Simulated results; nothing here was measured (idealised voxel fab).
process module | voxel transistor to metal
cross-section cut | 260 nm wide | cells 5 nm
A cross-section is a grid of square cells, given in bands from the top down. A band is one or more rows of cells.
Each band's line starts with the height of the band's top and of its bottom, in nm. Then come its materials from left to right, each with its width in nm. One material with "throughout" fills the band from edge to edge. "air" is empty space.
Height 0 is the level under which the wafer as received is all one material. The lowest band goes on downwards, as in "0 down".
A width such as "30 to 40" changes by the same amount from each row of cells to the next, from the band's top row to its bottom row.
"no change" after a step means that no cell of the cross-section changed.
closed voids: empty space of 8 cells or more with no open way to the top, each as width x height at its distance from the left edge, in nm
after a step's settings: what the simulator itself notes on the step
overlay nm, on a step with a mask: how far to the right of its planned place the mask lay; to the left if negative
plan
1 op RECEIVE | material Si
2 op CONFORMAL_DEP | material SiO2 | thk nm 5
3 op CONFORMAL_DEP | material SiN | thk nm 15
4 op DIRECTIONAL_DEP | material aC | thk nm 15
5 op PATTERN | tone cover | mask id ACTIVE | material resist | width nm 100 | pitch nm 130 | thk nm 30 | overlay nm 0
6 op DIRECTIONAL_ETCH | etch materials aC | depth nm 15
7 op STRIP | etch materials resist
8 op DIRECTIONAL_ETCH | etch materials SiN | depth nm 15
9 op DIRECTIONAL_ETCH | etch materials SiO2 | depth nm 5
10 op DIRECTIONAL_ETCH | etch materials Si | depth nm 25
11 op STRIP | etch materials aC
12 op FILL_DEP | material SiO2 | thk nm 15
13 op CMP | height nm 20
14 op SELECTIVE_ETCH | etch materials SiO2 | depth nm 15
15 op STRIP | etch materials SiN
16 op SELECTIVE_ETCH | etch materials SiO2 | depth nm 5
17 op OXIDIZE | depth nm 5
18 op DIRECTIONAL_DEP | material polySi | thk nm 20
19 op DIRECTIONAL_DEP | material SiCN | thk nm 15
20 op PATTERN | tone cover | mask id GATE | material resist | width nm 20 | pitch nm 130 | thk nm 20 | overlay nm 0
21 op DIRECTIONAL_ETCH | etch materials SiCN | depth nm 25
22 op DIRECTIONAL_ETCH | etch materials polySi | depth nm 30
23 op STRIP | etch materials resist
24 op CONFORMAL_DEP | material SiO2 | thk nm 5
25 op DIRECTIONAL_ETCH | etch materials SiO2 | depth nm 5
26 op CONFORMAL_DEP | material SiN | thk nm 10
27 op DIRECTIONAL_ETCH | etch materials SiN | depth nm 10
28 op DIRECTIONAL_ETCH | etch materials SiO2 | depth nm 5
29 op DIRECTIONAL_ETCH | etch materials Si | depth nm 10
30 op EPI | material SiGe | thk nm 15
31 op FILL_DEP | material SiO2 | thk nm 5
32 op CMP | height nm 35
33 op DIRECTIONAL_DEP | material SiO2 | thk nm 10
34 op DIRECTIONAL_DEP | material aC | thk nm 15
35 op PATTERN | tone open | mask id CONTACT | material resist | width nm 15 | pitch nm 65 | thk nm 35 | overlay nm 0
36 op DIRECTIONAL_ETCH | etch materials aC | depth nm 15
37 op STRIP | etch materials resist
38 op DIRECTIONAL_ETCH | etch materials SiO2 | depth nm 35
39 op STRIP | etch materials aC
40 op CONFORMAL_DEP | material TiN | thk nm 5
41 op FILL_DEP | material W | thk nm 5
42 op CMP | height nm 45
43 op DIRECTIONAL_DEP | material TiN | thk nm 5
44 op DIRECTIONAL_DEP | material W | thk nm 15
45 op DIRECTIONAL_DEP | material aC | thk nm 10
46 op PATTERN | tone cover | mask id METAL_1 | material resist | width nm 15 | pitch nm 65 | thk nm 25 | overlay nm 0
47 op DIRECTIONAL_ETCH | etch materials aC | depth nm 10
48 op STRIP | etch materials resist
49 op DIRECTIONAL_ETCH | etch materials W | depth nm 15
50 op DIRECTIONAL_ETCH | etch materials TiN | depth nm 5
51 op STRIP | etch materials aC
52 op CONFORMAL_DEP | material SiCN | thk nm 5
53 op FILL_DEP | material lowk | thk nm 5
54 op CMP | height nm 65
55 op CONFORMAL_DEP | material SiCN | thk nm 5
56 op DIRECTIONAL_DEP | material lowk | thk nm 35
57 op DIRECTIONAL_DEP | material aC | thk nm 10
58 op PATTERN | tone open | mask id METAL_2 | material resist | width nm 15 | pitch nm 130 | thk nm 25 | overlay nm 0
59 op DIRECTIONAL_ETCH | etch materials aC | depth nm 10
60 op STRIP | etch materials resist
61 op DIRECTIONAL_ETCH | etch materials lowk | depth nm 20
62 op STRIP | etch materials aC
63 op MASKED_ETCH | tone open | mask id METAL_2_HOLES | width nm 15 | pitch nm 130 | etch materials lowk | depth nm 15 | overlay nm 0
64 op MASKED_ETCH | tone open | mask id METAL_2_HOLES | width nm 15 | pitch nm 130 | etch materials SiCN | depth nm 5 | overlay nm 0
65 op CONFORMAL_DEP | material TiN | thk nm 5
66 op FILL_DEP | material Cu | thk nm 5
67 op CMP | height nm 105
68 op CONFORMAL_DEP | material SiN | thk nm 5
as received, after step 1
  0 down: Si throughout
  closed voids: none
a wafer at the end: this start, this plan, one mistake
  110 to 105: SiN throughout
  105 to 70: lowk 25 | TiN 5 | Cu 5 | TiN 5 | lowk 115 | TiN 5 | Cu 5 | TiN 5 | lowk 90
  70 to 65: SiCN 25 | TiN 15 | SiCN 115 | TiN 15 | SiCN 90
  65 to 50: lowk 20 | SiCN 5 | W 15 | SiCN 5 | lowk 40 | SiCN 5 | W 15 | SiCN 5 | lowk 40 | SiCN 5 | W 15 | SiCN 5 | lowk 40 | SiCN 5 | W 15 | SiCN 5 | lowk 20
  50 to 45: SiCN 25 | TiN 15 | SiCN 50 | TiN 15 | SiCN 50 | TiN 15 | SiCN 50 | TiN 15 | SiCN 25
  45 to 35: SiO2 25 | TiN 5 | W 5 | TiN 5 | SiO2 50 | TiN 5 | W 5 | TiN 5 | SiO2 50 | TiN 5 | W 5 | TiN 5 | SiO2 50 | TiN 5 | W 5 | TiN 5 | SiO2 25
  35 to 20: SiO2 25 | TiN 5 | W 5 | TiN 5 | SiO2 5 | SiN 10 | SiCN 20 | SiN 10 | SiO2 5 | TiN 5 | W 5 | TiN 5 | SiO2 50 | TiN 5 | W 5 | TiN 5 | SiO2 5 | SiN 10 | SiCN 20 | SiN 10 | SiO2 5 | TiN 5 | W 5 | TiN 5 | SiO2 25
  20 to 15: SiO2 25 | TiN 5 | W 5 | TiN 5 | SiO2 5 | SiN 10 | polySi 20 | SiN 10 | SiO2 5 | TiN 5 | W 5 | TiN 5 | SiO2 50 | TiN 5 | W 5 | TiN 5 | SiO2 5 | SiN 10 | polySi 20 | SiN 10 | SiO2 5 | TiN 5 | W 5 | TiN 5 | SiO2 25
  15 to 10: SiO2 25 | TiN 15 | SiO2 5 | SiN 10 | polySi 20 | SiN 10 | SiO2 5 | TiN 15 | SiO2 50 | TiN 15 | SiO2 5 | SiN 10 | polySi 20 | SiN 10 | SiO2 5 | TiN 15 | SiO2 25
  10 to 0: SiO2 30 | SiGe 15 | SiN 10 | polySi 20 | SiN 10 | SiGe 15 | SiO2 60 | SiGe 15 | SiN 10 | polySi 20 | SiN 10 | SiGe 15 | SiO2 30
  0 to -5: SiO2 5 | SiGe 40 | SiN 10 | SiO2 20 | SiN 10 | SiGe 40 | SiO2 10 | SiGe 40 | SiN 10 | SiO2 20 | SiN 10 | SiGe 40 | SiO2 5
  -5 to -15: SiO2 5 to 15 | SiGe 40 to 30 | Si 40 | SiGe 40 to 30 | SiO2 10 to 30 | SiGe 40 to 30 | Si 40 | SiGe 40 to 30 | SiO2 5 to 15
  -15 to -25: SiO2 15 | Si 100 | SiO2 30 | Si 100 | SiO2 15
  -25 down: Si throughout
  closed voids: none
what went wrong: step 24 was left out
